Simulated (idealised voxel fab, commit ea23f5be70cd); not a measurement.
Presented below is a process module, voxel wiring stack.
Square cells of 5 nm make up the cross-section cut, whose width is 230 nm.
In what follows, cross-sections appear as grids of square cells, described through bands that run from the top down, where every band is one or more rows of cells.
A band entry consists of two parts. The first gives the height of the band's top and the height of its bottom, in nm. The rest lists the band's materials from left to right, each with its width in nm. A single material labelled with the word "everywhere" fills the band from edge to edge, and the word "air" marks empty space.
Heights are reckoned from 0. Under this level, the received wafer is all of one material. The bottommost band is open-ended downward, for example "z 0 and below".
A width such as "30 to 40" changes by the same amount from each row of cells to the next, from the band's top row to its bottom row.
"no alterations made", as given for a step, is the statement that not any cell of the cross-section underwent a change during that step.
Closed empty spaces (no open way to the top) of 8 cells or more are what "Tabulated closed voids" lists, each as width x height at distance from the left edge, nm for all three.
Where a step's line continues beyond its settings, the continuation is a remark by the simulator itself on that step.
If you see "overlay nm" on a step's line and that step has a mask, it's telling you how far right of where it was planned the mask ended up; a negative number means it went left instead.
Pairs from here to the end. Each: cross-section before one process step, cross-section after it, the latter only as far down as the lowest band that changed. Under each: the step between, and its settings. Mind that the pairs may be taken from different runs of this module on the same starting wafer; whether a pair continues from the pair above depends on its entry headed "Structure before processing", and it does only where that entry says so.

**Structure before processing**
    z 100 to 85 | SiO2 (75) | TiN (5) | Cu (20) | TiN (5) | SiO2 (20) | TiN (5) | Cu (20) | TiN (5) | SiO2 (75)
    z 85 to 80 | SiO2 (75) | TiN (5) | Cu (5) | TiN (20) | SiO2 (20) | TiN (5) | Cu (5) | TiN (20) | SiO2 (75)
    z 80 to 70 | SiO2 (75) | TiN (5) | Cu (5) | TiN (5) | SiO2 (35) | TiN (5) | Cu (5) | TiN (5) | SiO2 (90)
    z 70 to 65 | SiCN (75) | TiN (15) | SiCN (35) | TiN (15) | SiCN (90)
    z 65 to 55 | SiO2 (75) | TiN (5) | Cu (20) | TiN (5) | SiO2 (20) | TiN (5) | Cu (20) | TiN (5) | SiO2 (75)
    z 55 to 50 | SiO2 (75) | TiN (5) | Cu (5) | TiN (20) | SiO2 (20) | TiN (5) | Cu (5) | TiN (20) | SiO2 (75)
    z 50 to 40 | SiO2 (75) | TiN (5) | Cu (5) | TiN (5) | SiO2 (35) | TiN (5) | Cu (5) | TiN (5) | SiO2 (90)
    z 40 to 35 | SiCN (75) | TiN (15) | SiCN (35) | TiN (15) | SiCN (90)
    z 35 to 15 | SiO2 (75) | W (30) | SiO2 (20) | W (30) | SiO2 (75)
    z 15 to 5 | SiO2 everywhere
    z 5 to 0 | TiN everywhere
    z 0 and below | Si everywhere
    Tabulated closed voids: none

**Post-Process Section**
    z 105 to 100 | SiN everywhere
    Everything below 100 is unchanged.
    Tabulated closed voids: none
Transition step, before and after shown above: CONFORMAL_DEP, material SiN, thk nm 5

**Structure before processing**
    z 0 and below | Si everywhere
    Tabulated closed voids: none

**Post-Process Section**
    z 5 to 0 | SiO2 everywhere
    Everything below 0 is unchanged.
    Tabulated closed voids: none
Transition step, before and after shown above: CONFORMAL_DEP, material SiO2, thk nm 5

Structure before processing: look at the pair above, its after cross-section is where this step starts.

**Post-Process Section**
    z 10 to 5 | TiN everywhere
    Everything below 5 is unchanged.
    Tabulated closed voids: none
Transition step, before and after shown above: DIRECTIONAL_DEP, material TiN, thk nm 5

Structure before processing: look at the pair above, its after cross-section is where this step starts.

**Post-Process Section**
    z 30 to 10 | W everywhere
    Everything below 10 is unchanged.
    Tabulated closed voids: none
Transition step, before and after shown above: DIRECTIONAL_DEP, material W, thk nm 20

Structure before processing: look at the pair above, its after cross-section is where this step starts.

**Post-Process Section**
    z 45 to 30 | aC everywhere
    Everything below 30 is unchanged.
    Tabulated closed voids: none
Transition step, before and after shown above: DIRECTIONAL_DEP, material aC, thk nm 15

Structure before processing: look at the pair above, its after cross-section is where this step starts.

**Post-Process Section**
    z 80 to 45 | air (75) | resist (30) | air (20) | resist (30) | air (75)
    Everything below 45 is unchanged.
    Tabulated closed voids: none
Transition step, before and after shown above: PATTERN, tone cover, mask id METAL_1, material resist, width nm 30, pitch nm 50, thk nm 35, overlay nm 0

Structure before processing: look at the pair above, its after cross-section is where this step starts.

**Post-Process Section**
    z 65 to 45 | air (75) | resist (30) | air (20) | resist (30) | air (75)
    z 45 to 30 | air (75) | aC (30) | air (20) | aC (30) | air (75)
    Everything below 30 is unchanged.
    Tabulated closed voids: none
Transition step, before and after shown above: DIRECTIONAL_ETCH, etch materials aC, depth nm 15

Structure before processing: look at the pair above, its after cross-section is where this step starts.

**Post-Process Section**
    z 45 to 30 | air (75) | aC (30) | air (20) | aC (30) | air (75)
    Everything below 30 is unchanged.
    Tabulated closed voids: none
Transition step, before and after shown above: STRIP, etch materials resist

Structure before processing: look at the pair above, its after cross-section is where this step starts.

**Post-Process Section**
    z 45 to 30 | air (75) | aC (30) | air (20) | aC (30) | air (75)
    z 30 to 10 | air (75) | W (30) | air (20) | W (30) | air (75)
    Everything below 10 is unchanged.
    Tabulated closed voids: none
Transition step, before and after shown above: DIRECTIONAL_ETCH, etch materials W, depth nm 20

Structure before processing: look at the pair above, its after cross-section is where this step starts.

**Post-Process Section**
    z 45 to 30 | air (75) | aC (30) | air (20) | aC (30) | air (75)
    z 30 to 10 | air (75) | W (30) | air (20) | W (30) | air (75)
    z 10 to 5 | air (75) | TiN (30) | air (20) | TiN (30) | air (75)
    Everything below 5 is unchanged.
    Tabulated closed voids: none
Transition step, before and after shown above: DIRECTIONAL_ETCH, etch materials TiN, depth nm 5

Structure before processing: look at the pair above, its after cross-section is where this step starts.

**Post-Process Section**
    z 30 to 10 | air (75) | W (30) | air (20) | W (30) | air (75)
    Everything below 10 is unchanged.
    Tabulated closed voids: none
Transition step, before and after shown above: STRIP, etch materials aC

Structure before processing: look at the pair above, its after cross-section is where this step starts.

**Post-Process Section**
    z 35 to 30 | SiO2 everywhere
    z 30 to 10 | SiO2 (75) | W (30) | SiO2 (20) | W (30) | SiO2 (75)
    z 10 to 5 | SiO2 (75) | TiN (30) | SiO2 (20) | TiN (30) | SiO2 (75)
    Everything below 5 is unchanged.
    Tabulated closed voids: none
Transition step, before and after shown above: FILL_DEP, material SiO2, thk nm 5

Structure before processing: look at the pair above, its after cross-section is where this step starts.

**Post-Process Section**
    z 40 to 35 | SiCN everywhere
    Everything below 35 is unchanged.
    Tabulated closed voids: none
Transition step, before and after shown above: CONFORMAL_DEP, material SiCN, thk nm 5

Structure before processing: look at the pair above, its after cross-section is where this step starts.

**Post-Process Section**
    z 65 to 40 | SiO2 everywhere
    Everything below 40 is unchanged.
    Tabulated closed voids: none
Transition step, before and after shown above: DIRECTIONAL_DEP, material SiO2, thk nm 25

Structure before processing: look at the pair above, its after cross-section is where this step starts.

**Post-Process Section**
    z 80 to 65 | aC everywhere
    Everything below 65 is unchanged.
    Tabulated closed voids: none
Transition step, before and after shown above: DIRECTIONAL_DEP, material aC, thk nm 15

Structure before processing: look at the pair above, its after cross-section is where this step starts.

**Post-Process Section**
    z 115 to 80 | resist (75) | air (30) | resist (20) | air (30) | resist (75)
    Everything below 80 is unchanged.
    Tabulated closed voids: none
Transition step, before and after shown above: PATTERN, tone open, mask id METAL_2, material resist, width nm 30, pitch nm 50, thk nm 35, overlay nm 0

Structure before processing: look at the pair above, its after cross-section is where this step starts.

**Post-Process Section**
    z 100 to 80 | resist (75) | air (30) | resist (20) | air (30) | resist (75)
    z 80 to 65 | aC (75) | air (30) | aC (20) | air (30) | aC (75)
    Everything below 65 is unchanged.
    Tabulated closed voids: none
Transition step, before and after shown above: DIRECTIONAL_ETCH, etch materials aC, depth nm 15

Structure before processing: look at the pair above, its after cross-section is where this step starts.

**Post-Process Section**
    z 80 to 65 | aC (75) | air (30) | aC (20) | air (30) | aC (75)
    Everything below 65 is unchanged.
    Tabulated closed voids: none
Transition step, before and after shown above: STRIP, etch materials resist

Structure before processing: look at the pair above, its after cross-section is where this step starts.

**Post-Process Section**
    z 80 to 65 | aC (75) | air (30) | aC (20) | air (30) | aC (75)
    z 65 to 50 | SiO2 (75) | air (30) | SiO2 (20) | air (30) | SiO2 (75)
    Everything below 50 is unchanged.
    Tabulated closed voids: none
Transition step, before and after shown above: DIRECTIONAL_ETCH, etch materials SiO2, depth nm 15

Structure before processing: look at the pair above, its after cross-section is where this step starts.

**Post-Process Section**
    z 65 to 50 | SiO2 (75) | air (30) | SiO2 (20) | air (30) | SiO2 (75)
    Everything below 50 is unchanged.
    Tabulated closed voids: none
Transition step, before and after shown above: STRIP, etch materials aC

Structure before processing: look at the pair above, its after cross-section is where this step starts.

**Post-Process Section**
    z 85 to 65 | resist (75) | air (15) | resist (35) | air (15) | resist (90)
    z 65 to 50 | SiO2 (75) | air (15) | resist (15) | SiO2 (20) | air (15) | resist (15) | SiO2 (75)
    Everything below 50 is unchanged.
    Tabulated closed voids: none
Transition step, before and after shown above: PATTERN, tone open, mask id METAL_2_HOLES, material resist, width nm 15, pitch nm 50, thk nm 20, overlay nm 0

Structure before processing: look at the pair above, its after cross-section is where this step starts.

**Post-Process Section**
    z 85 to 65 | resist (75) | air (15) | resist (35) | air (15) | resist (90)
    z 65 to 50 | SiO2 (75) | air (15) | resist (15) | SiO2 (20) | air (15) | resist (15) | SiO2 (75)
    z 50 to 40 | SiO2 (75) | air (15) | SiO2 (35) | air (15) | SiO2 (90)
    Everything below 40 is unchanged.
    Tabulated closed voids: none
Transition step, before and after shown above: DIRECTIONAL_ETCH, etch materials SiO2, depth nm 10

Structure before processing: look at the pair above, its after cross-section is where this step starts.

**Post-Process Section**
    z 85 to 65 | resist (75) | air (15) | resist (35) | air (15) | resist (90)
    z 65 to 50 | SiO2 (75) | air (15) | resist (15) | SiO2 (20) | air (15) | resist (15) | SiO2 (75)
    z 50 to 40 | SiO2 (75) | air (15) | SiO2 (35) | air (15) | SiO2 (90)
    z 40 to 35 | SiCN (75) | air (15) | SiCN (35) | air (15) | SiCN (90)
    Everything below 35 is unchanged.
    Tabulated closed voids: none
Transition step, before and after shown above: DIRECTIONAL_ETCH, etch materials SiCN, depth nm 5

Structure before processing: look at the pair above, its after cross-section is where this step starts.

**Post-Process Section**
    z 65 to 50 | SiO2 (75) | air (30) | SiO2 (20) | air (30) | SiO2 (75)
    Everything below 50 is unchanged.
    Tabulated closed voids: none
Transition step, before and after shown above: STRIP, etch materials resist

Structure before processing: look at the pair above, its after cross-section is where this step starts.

**Post-Process Section**
    z 70 to 65 | TiN (80) | air (20) | TiN (30) | air (20) | TiN (80)
    z 65 to 55 | SiO2 (75) | TiN (5) | air (20) | TiN (5) | SiO2 (20) | TiN (5) | air (20) | TiN (5) | SiO2 (75)
    z 55 to 50 | SiO2 (75) | TiN (5) | air (5) | TiN (20) | SiO2 (20) | TiN (5) | air (5) | TiN (20) | SiO2 (75)
    z 50 to 40 | SiO2 (75) | TiN (5) | air (5) | TiN (5) | SiO2 (35) | TiN (5) | air (5) | TiN (5) | SiO2 (90)
    z 40 to 35 | SiCN (75) | TiN (15) | SiCN (35) | TiN (15) | SiCN (90)
    Everything below 35 is unchanged.
    Tabulated closed voids: none
Transition step, before and after shown above: CONFORMAL_DEP, material TiN, thk nm 5

Structure before processing: look at the pair above, its after cross-section is where this step starts.

**Post-Process Section**
    z 75 to 70 | Cu everywhere
    z 70 to 65 | TiN (80) | Cu (20) | TiN (30) | Cu (20) | TiN (80)
    z 65 to 55 | SiO2 (75) | TiN (5) | Cu (20) | TiN (5) | SiO2 (20) | TiN (5) | Cu (20) | TiN (5) | SiO2 (75)
    z 55 to 50 | SiO2 (75) | TiN (5) | Cu (5) | TiN (20) | SiO2 (20) | TiN (5) | Cu (5) | TiN (20) | SiO2 (75)
    z 50 to 40 | SiO2 (75) | TiN (5) | Cu (5) | TiN (5) | SiO2 (35) | TiN (5) | Cu (5) | TiN (5) | SiO2 (90)
    Everything below 40 is unchanged.
    Tabulated closed voids: none
Transition step, before and after shown above: FILL_DEP, material Cu, thk nm 5

Structure before processing: look at the pair above, its after cross-section is where this step starts.

**Post-Process Section**
    z 65 to 55 | SiO2 (75) | TiN (5) | Cu (20) | TiN (5) | SiO2 (20) | TiN (5) | Cu (20) | TiN (5) | SiO2 (75)
    Everything below 55 is unchanged.
    Tabulated closed voids: none
Transition step, before and after shown above: CMP, height nm 65

Structure before processing: look at the pair above, its after cross-section is where this step starts.

**Post-Process Section**
    z 70 to 65 | SiCN everywhere
    Everything below 65 is unchanged.
    Tabulated closed voids: none
Transition step, before and after shown above: CONFORMAL_DEP, material SiCN, thk nm 5

Structure before processing: look at the pair above, its after cross-section is where this step starts.

**Post-Process Section**
    z 100 to 70 | SiO2 everywhere
    Everything below 70 is unchanged.
    Tabulated closed voids: none
Transition step, before and after shown above: DIRECTIONAL_DEP, material SiO2, thk nm 30

Structure before processing: look at the pair above, its after cross-section is where this step starts.

**Post-Process Section**
    z 110 to 100 | aC everywhere
    Everything below 100 is unchanged.
    Tabulated closed voids: none
Transition step, before and after shown above: DIRECTIONAL_DEP, material aC, thk nm 10

Structure before processing: look at the pair above, its after cross-section is where this step starts.

**Post-Process Section**
    z 140 to 110 | resist (75) | air (15) | resist (35) | air (15) | resist (90)
    Everything below 110 is unchanged.
    Tabulated closed voids: none
Transition step, before and after shown above: PATTERN, tone open, mask id METAL_3_HOLES, material resist, width nm 15, pitch nm 50, thk nm 30, overlay nm 0

Structure before processing: look at the pair above, its after cross-section is where this step starts.

**Post-Process Section**
    z 130 to 110 | resist (75) | air (15) | resist (35) | air (15) | resist (90)
    z 110 to 100 | aC (75) | air (15) | aC (35) | air (15) | aC (90)
    Everything below 100 is unchanged.
    Tabulated closed voids: none
Transition step, before and after shown above: DIRECTIONAL_ETCH, etch materials aC, depth nm 10

Structure before processing: look at the pair above, its after cross-section is where this step starts.

**Post-Process Section**
    z 110 to 100 | aC (75) | air (15) | aC (35) | air (15) | aC (90)
    Everything below 100 is unchanged.
    Tabulated closed voids: none
Transition step, before and after shown above: STRIP, etch materials resist

Structure before processing: look at the pair above, its after cross-section is where this step starts.

**Post-Process Section**
    z 110 to 100 | aC (75) | air (15) | aC (35) | air (15) | aC (90)
    z 100 to 70 | SiO2 (75) | air (15) | SiO2 (35) | air (15) | SiO2 (90)
    Everything below 70 is unchanged.
    Tabulated closed voids: none
Transition step, before and after shown above: DIRECTIONAL_ETCH, etch materials SiO2, depth nm 30

Structure before processing: look at the pair above, its after cross-section is where this step starts.

**Post-Process Section**
    z 100 to 70 | SiO2 (75) | air (15) | SiO2 (35) | air (15) | SiO2 (90)
    Everything below 70 is unchanged.
    Tabulated closed voids: none
Transition step, before and after shown above: STRIP, etch materials aC

Structure before processing: look at the pair above, its after cross-section is where this step starts.

**Post-Process Section**
    z 115 to 100 | aC (75) | air (15) | aC (35) | air (15) | aC (90)
    z 100 to 85 | SiO2 (75) | air (15) | SiO2 (35) | air (15) | SiO2 (90)
    z 85 to 70 | SiO2 (75) | aC (15) | SiO2 (35) | aC (15) | SiO2 (90)
    Everything below 70 is unchanged.
    Tabulated closed voids: none
Transition step, before and after shown above: DIRECTIONAL_DEP, material aC, thk nm 15

Structure before processing: look at the pair above, its after cross-section is where this step starts.

**Post-Process Section**
    z 150 to 115 | resist (75) | air (30) | resist (20) | air (30) | resist (75)
    Everything below 115 is unchanged.
    Tabulated closed voids: none
Transition step, before and after shown above: PATTERN, tone open, mask id METAL_3, material resist, width nm 30, pitch nm 50, thk nm 35, overlay nm 0

Structure before processing: look at the pair above, its after cross-section is where this step starts.

**Post-Process Section**
    z 135 to 115 | resist (75) | air (30) | resist (20) | air (30) | resist (75)
    z 115 to 100 | aC (75) | air (30) | aC (20) | air (30) | aC (75)
    z 100 to 70 | SiO2 (75) | air (15) | SiO2 (35) | air (15) | SiO2 (90)
    Everything below 70 is unchanged.
    Tabulated closed voids: none
Transition step, before and after shown above: DIRECTIONAL_ETCH, etch materials aC, depth nm 15

Structure before processing: look at the pair above, its after cross-section is where this step starts.

**Post-Process Section**
    z 115 to 100 | aC (75) | air (30) | aC (20) | air (30) | aC (75)
    Everything below 100 is unchanged.
    Tabulated closed voids: none
Transition step, before and after shown above: STRIP, etch materials resist

Structure before processing: look at the pair above, its after cross-section is where this step starts.

**Post-Process Section**
    z 115 to 100 | aC (75) | air (30) | aC (20) | air (30) | aC (75)
    z 100 to 80 | SiO2 (75) | air (30) | SiO2 (20) | air (30) | SiO2 (75)
    Everything below 80 is unchanged.
    Tabulated closed voids: none
Transition step, before and after shown above: DIRECTIONAL_ETCH, etch materials SiO2, depth nm 20

Structure before processing: look at the pair above, its after cross-section is where this step starts.

**Post-Process Section**
    z 115 to 100 | aC (75) | air (30) | aC (20) | air (30) | aC (75)
    z 100 to 80 | SiO2 (75) | air (30) | SiO2 (20) | air (30) | SiO2 (75)
    z 80 to 70 | SiO2 (75) | air (15) | SiO2 (35) | air (15) | SiO2 (90)
    z 70 to 65 | SiCN (75) | air (15) | SiCN (35) | air (15) | SiCN (90)
    Everything below 65 is unchanged.
    Tabulated closed voids: none
Transition step, before and after shown above: DIRECTIONAL_ETCH, etch materials SiCN, depth nm 5

Structure before processing: look at the pair above, its after cross-section is where this step starts.

**Post-Process Section**
    z 100 to 80 | SiO2 (75) | air (30) | SiO2 (20) | air (30) | SiO2 (75)
    Everything below 80 is unchanged.
    Tabulated closed voids: none
Transition step, before and after shown above: STRIP, etch materials aC

Structure before processing: look at the pair above, its after cross-section is where this step starts.

**Post-Process Section**
    z 105 to 100 | TiN (80) | air (20) | TiN (30) | air (20) | TiN (80)
    z 100 to 85 | SiO2 (75) | TiN (5) | air (20) | TiN (5) | SiO2 (20) | TiN (5) | air (20) | TiN (5) | SiO2 (75)
    z 85 to 80 | SiO2 (75) | TiN (5) | air (5) | TiN (20) | SiO2 (20) | TiN (5) | air (5) | TiN (20) | SiO2 (75)
    z 80 to 70 | SiO2 (75) | TiN (5) | air (5) | TiN (5) | SiO2 (35) | TiN (5) | air (5) | TiN (5) | SiO2 (90)
    z 70 to 65 | SiCN (75) | TiN (15) | SiCN (35) | TiN (15) | SiCN (90)
    Everything below 65 is unchanged.
    Tabulated closed voids: none
Transition step, before and after shown above: CONFORMAL_DEP, material TiN, thk nm 5

Structure before processing: look at the pair above, its after cross-section is where this step starts.

**Post-Process Section**
    z 115 to 105 | Cu everywhere
    z 105 to 100 | TiN (80) | Cu (20) | TiN (30) | Cu (20) | TiN (80)
    z 100 to 85 | SiO2 (75) | TiN (5) | Cu (20) | TiN (5) | SiO2 (20) | TiN (5) | Cu (20) | TiN (5) | SiO2 (75)
    z 85 to 80 | SiO2 (75) | TiN (5) | Cu (5) | TiN (20) | SiO2 (20) | TiN (5) | Cu (5) | TiN (20) | SiO2 (75)
    z 80 to 70 | SiO2 (75) | TiN (5) | Cu (5) | TiN (5) | SiO2 (35) | TiN (5) | Cu (5) | TiN (5) | SiO2 (90)
    Everything below 70 is unchanged.
    Tabulated closed voids: none
Transition step, before and after shown above: FILL_DEP, material Cu, thk nm 10

Structure before processing: look at the pair above, its after cross-section is where this step starts.

**Post-Process Section**
    z 100 to 85 | SiO2 (75) | TiN (5) | Cu (20) | TiN (5) | SiO2 (20) | TiN (5) | Cu (20) | TiN (5) | SiO2 (75)
    Everything below 85 is unchanged.
    Tabulated closed voids: none
Transition step, before and after shown above: CMP, height nm 100

Structure before processing: look at the pair above, its after cross-section is where this step starts.

**Post-Process Section**
    z 105 to 100 | SiN everywhere
    Everything below 100 is unchanged.
    Tabulated closed voids: none
Transition step, before and after shown above: CONFORMAL_DEP, material SiN, thk nm 5

**Structure before processing**
    z 115 to 100 | aC (75) | air (15) | aC (35) | air (15) | aC (90)
    z 100 to 85 | SiO2 (75) | air (15) | SiO2 (35) | air (15) | SiO2 (90)
    z 85 to 70 | SiO2 (75) | aC (15) | SiO2 (35) | aC (15) | SiO2 (90)
    z 70 to 65 | SiCN everywhere
    z 65 to 55 | SiO2 (75) | TiN (5) | Cu (20) | TiN (5) | SiO2 (20) | TiN (5) | Cu (20) | TiN (5) | SiO2 (75)
    z 55 to 50 | SiO2 (75) | TiN (5) | Cu (5) | TiN (20) | SiO2 (20) | TiN (5) | Cu (5) | TiN (20) | SiO2 (75)
    z 50 to 40 | SiO2 (75) | TiN (5) | Cu (5) | TiN (5) | SiO2 (35) | TiN (5) | Cu (5) | TiN (5) | SiO2 (90)
    z 40 to 35 | SiCN (75) | TiN (15) | SiCN (35) | TiN (15) | SiCN (90)
    z 35 to 15 | SiO2 (75) | W (30) | SiO2 (20) | W (30) | SiO2 (75)
    z 15 to 10 | SiO2 (75) | TiN (30) | SiO2 (20) | TiN (30) | SiO2 (75)
    z 10 to 0 | SiO2 everywhere
    z 0 and below | Si everywhere
    Tabulated closed voids: none

**Post-Process Section**
    z 150 to 115 | resist (80) | air (20) | resist (30) | air (20) | resist (80)
    z 115 to 100 | aC (75) | resist (5) | air (10) | aC (35) | resist (5) | air (10) | aC (90)
    z 100 to 85 | SiO2 (75) | resist (5) | air (10) | SiO2 (35) | resist (5) | air (10) | SiO2 (90)
    Everything below 85 is unchanged.
    Tabulated closed voids: none
Transition step, before and after shown above: PATTERN, tone open, mask id METAL_3, material resist, width nm 20, pitch nm 50, thk nm 35, overlay nm 0

Structure before processing: look at the pair above, its after cross-section is where this step starts.

**Post-Process Section**
    z 135 to 115 | resist (80) | air (20) | resist (30) | air (20) | resist (80)
    z 115 to 100 | aC (75) | resist (5) | air (20) | aC (25) | resist (5) | air (20) | aC (80)
    z 100 to 85 | SiO2 (75) | resist (5) | air (10) | SiO2 (35) | resist (5) | air (10) | SiO2 (90)
    z 85 to 70 | SiO2 (75) | aC (5) | air (10) | SiO2 (35) | aC (5) | air (10) | SiO2 (90)
    Everything below 70 is unchanged.
    Tabulated closed voids: none
Transition step, before and after shown above: DIRECTIONAL_ETCH, etch materials aC, depth nm 15

Structure before processing: look at the pair above, its after cross-section is where this step starts.

**Post-Process Section**
    z 115 to 100 | aC (75) | air (25) | aC (25) | air (25) | aC (80)
    z 100 to 85 | SiO2 (75) | air (15) | SiO2 (35) | air (15) | SiO2 (90)
    Everything below 85 is unchanged.
    Tabulated closed voids: none
Transition step, before and after shown above: STRIP, etch materials resist

Structure before processing: look at the pair above, its after cross-section is where this step starts.

**Post-Process Section**
    z 115 to 100 | aC (75) | air (25) | aC (25) | air (25) | aC (80)
    z 100 to 85 | SiO2 (75) | air (25) | SiO2 (25) | air (25) | SiO2 (80)
    z 85 to 80 | SiO2 (75) | aC (5) | air (20) | SiO2 (25) | aC (5) | air (20) | SiO2 (80)
    Everything below 80 is unchanged.
    Tabulated closed voids: none
Transition step, before and after shown above: DIRECTIONAL_ETCH, etch materials SiO2, depth nm 20

Structure before processing: look at the pair above, its after cross-section is where this step starts.

**Post-Process Section**
    z 115 to 100 | aC (75) | air (25) | aC (25) | air (25) | aC (80)
    z 100 to 85 | SiO2 (75) | air (25) | SiO2 (25) | air (25) | SiO2 (80)
    z 85 to 80 | SiO2 (75) | aC (5) | air (20) | SiO2 (25) | aC (5) | air (20) | SiO2 (80)
    z 80 to 70 | SiO2 (75) | aC (5) | air (10) | SiO2 (35) | aC (5) | air (10) | SiO2 (90)
    z 70 to 65 | SiCN (80) | air (10) | SiCN (40) | air (10) | SiCN (90)
    Everything below 65 is unchanged.
    Tabulated closed voids: none
Transition step, before and after shown above: DIRECTIONAL_ETCH, etch materials SiCN, depth nm 5

Structure before processing: look at the pair above, its after cross-section is where this step starts.

**Post-Process Section**
    z 100 to 80 | SiO2 (75) | air (25) | SiO2 (25) | air (25) | SiO2 (80)
    z 80 to 70 | SiO2 (75) | air (15) | SiO2 (35) | air (15) | SiO2 (90)
    Everything below 70 is unchanged.
    Tabulated closed voids: none
Transition step, before and after shown above: STRIP, etch materials aC

Structure before processing: look at the pair above, its after cross-section is where this step starts.

**Post-Process Section**
    z 105 to 100 | TiN (80) | air (15) | TiN (35) | air (15) | TiN (85)
    z 100 to 85 | SiO2 (75) | TiN (5) | air (15) | TiN (5) | SiO2 (25) | TiN (5) | air (15) | TiN (5) | SiO2 (80)
    z 85 to 75 | SiO2 (75) | TiN (5) | air (5) | TiN (15 to 5) | SiO2 (25 to 35) | TiN (5) | air (5) | TiN (15 to 5) | SiO2 (80 to 90)
    z 75 to 70 | SiO2 (75) | TiN (15) | SiO2 (35) | TiN (15) | SiO2 (90)
    z 70 to 65 | SiCN (80) | TiN (10) | SiCN (40) | TiN (10) | SiCN (90)
    Everything below 65 is unchanged.
    Tabulated closed voids: none
Transition step, before and after shown above: CONFORMAL_DEP, material TiN, thk nm 5

Structure before processing: look at the pair above, its after cross-section is where this step starts.

**Post-Process Section**
    z 115 to 105 | Cu everywhere
    z 105 to 100 | TiN (80) | Cu (15) | TiN (35) | Cu (15) | TiN (85)
    z 100 to 85 | SiO2 (75) | TiN (5) | Cu (15) | TiN (5) | SiO2 (25) | TiN (5) | Cu (15) | TiN (5) | SiO2 (80)
    z 85 to 75 | SiO2 (75) | TiN (5) | Cu (5) | TiN (15 to 5) | SiO2 (25 to 35) | TiN (5) | Cu (5) | TiN (15 to 5) | SiO2 (80 to 90)
    Everything below 75 is unchanged.
    Tabulated closed voids: none
Transition step, before and after shown above: FILL_DEP, material Cu, thk nm 10

Structure before processing: look at the pair above, its after cross-section is where this step starts.

**Post-Process Section**
    z 100 to 85 | SiO2 (75) | TiN (5) | Cu (15) | TiN (5) | SiO2 (25) | TiN (5) | Cu (15) | TiN (5) | SiO2 (80)
    Everything below 85 is unchanged.
    Tabulated closed voids: none
Transition step, before and after shown above: CMP, height nm 100

Structure before processing: look at the pair above, its after cross-section is where this step starts.

**Post-Process Section**
    z 105 to 100 | SiN everywhere
    Everything below 100 is unchanged.
    Tabulated closed voids: none
Transition step, before and after shown above: CONFORMAL_DEP, material SiN, thk nm 5

**Structure before processing**
    z 115 to 100 | aC (75) | air (15) | aC (35) | air (15) | aC (90)
    z 100 to 85 | SiO2 (75) | air (15) | SiO2 (35) | air (15) | SiO2 (90)
    z 85 to 70 | SiO2 (75) | aC (15) | SiO2 (35) | aC (15) | SiO2 (90)
    z 70 to 65 | SiCN everywhere
    z 65 to 55 | SiO2 (75) | TiN (5) | Cu (20) | TiN (5) | SiO2 (20) | TiN (5) | Cu (20) | TiN (5) | SiO2 (75)
    z 55 to 50 | SiO2 (75) | TiN (5) | Cu (5) | TiN (20) | SiO2 (20) | TiN (5) | Cu (5) | TiN (20) | SiO2 (75)
    z 50 to 40 | SiO2 (75) | TiN (5) | Cu (5) | TiN (5) | SiO2 (35) | TiN (5) | Cu (5) | TiN (5) | SiO2 (90)
    z 40 to 35 | SiCN (75) | TiN (15) | SiCN (35) | TiN (15) | SiCN (90)
    z 35 to 15 | SiO2 (75) | W (30) | SiO2 (20) | W (30) | SiO2 (75)
    z 15 to 10 | SiO2 (75) | TiN (30) | SiO2 (20) | TiN (30) | SiO2 (75)
    z 10 to 0 | SiO2 everywhere
    z 0 and below | Si everywhere
    Tabulated closed voids: none

**Post-Process Section**
    z 150 to 115 | resist (65) | air (30) | resist (20) | air (30) | resist (85)
    Everything below 115 is unchanged.
    Tabulated closed voids: none
Transition step, before and after shown above: PATTERN, tone open, mask id METAL_3, material resist, width nm 30, pitch nm 50, thk nm 35, overlay nm -10

Structure before processing: look at the pair above, its after cross-section is where this step starts.

**Post-Process Section**
    z 135 to 115 | resist (65) | air (30) | resist (20) | air (30) | resist (85)
    z 115 to 100 | aC (65) | air (30) | aC (20) | air (30) | aC (85)
    z 100 to 70 | SiO2 (75) | air (15) | SiO2 (35) | air (15) | SiO2 (90)
    Everything below 70 is unchanged.
    Tabulated closed voids: none
Transition step, before and after shown above: DIRECTIONAL_ETCH, etch materials aC, depth nm 15

Structure before processing: look at the pair above, its after cross-section is where this step starts.

**Post-Process Section**
    z 115 to 100 | aC (65) | air (30) | aC (20) | air (30) | aC (85)
    Everything below 100 is unchanged.
    Tabulated closed voids: none
Transition step, before and after shown above: STRIP, etch materials resist

Structure before processing: look at the pair above, its after cross-section is where this step starts.

**Post-Process Section**
    z 115 to 100 | aC (65) | air (30) | aC (20) | air (30) | aC (85)
    z 100 to 80 | SiO2 (65) | air (30) | SiO2 (20) | air (30) | SiO2 (85)
    Everything below 80 is unchanged.
    Tabulated closed voids: none
Transition step, before and after shown above: DIRECTIONAL_ETCH, etch materials SiO2, depth nm 20

Structure before processing: look at the pair above, its after cross-section is where this step starts.

**Post-Process Section**
    z 115 to 100 | aC (65) | air (30) | aC (20) | air (30) | aC (85)
    z 100 to 80 | SiO2 (65) | air (30) | SiO2 (20) | air (30) | SiO2 (85)
    z 80 to 70 | SiO2 (75) | air (15) | SiO2 (35) | air (15) | SiO2 (90)
    z 70 to 65 | SiCN (75) | air (15) | SiCN (35) | air (15) | SiCN (90)
    Everything below 65 is unchanged.
    Tabulated closed voids: none
Transition step, before and after shown above: DIRECTIONAL_ETCH, etch materials SiCN, depth nm 5

Structure before processing: look at the pair above, its after cross-section is where this step starts.

**Post-Process Section**
    z 100 to 80 | SiO2 (65) | air (30) | SiO2 (20) | air (30) | SiO2 (85)
    Everything below 80 is unchanged.
    Tabulated closed voids: none
Transition step, before and after shown above: STRIP, etch materials aC

Structure before processing: look at the pair above, its after cross-section is where this step starts.

**Post-Process Section**
    z 105 to 100 | TiN (70) | air (20) | TiN (30) | air (20) | TiN (90)
    z 100 to 85 | SiO2 (65) | TiN (5) | air (20) | TiN (5) | SiO2 (20) | TiN (5) | air (20) | TiN (5) | SiO2 (85)
    z 85 to 80 | SiO2 (65) | TiN (15) | air (5) | TiN (10) | SiO2 (20) | TiN (15) | air (5) | TiN (10) | SiO2 (85)
    z 80 to 70 | SiO2 (75) | TiN (5) | air (5) | TiN (5) | SiO2 (35) | TiN (5) | air (5) | TiN (5) | SiO2 (90)
    z 70 to 65 | SiCN (75) | TiN (15) | SiCN (35) | TiN (15) | SiCN (90)
    Everything below 65 is unchanged.
    Tabulated closed voids: none
Transition step, before and after shown above: CONFORMAL_DEP, material TiN, thk nm 5
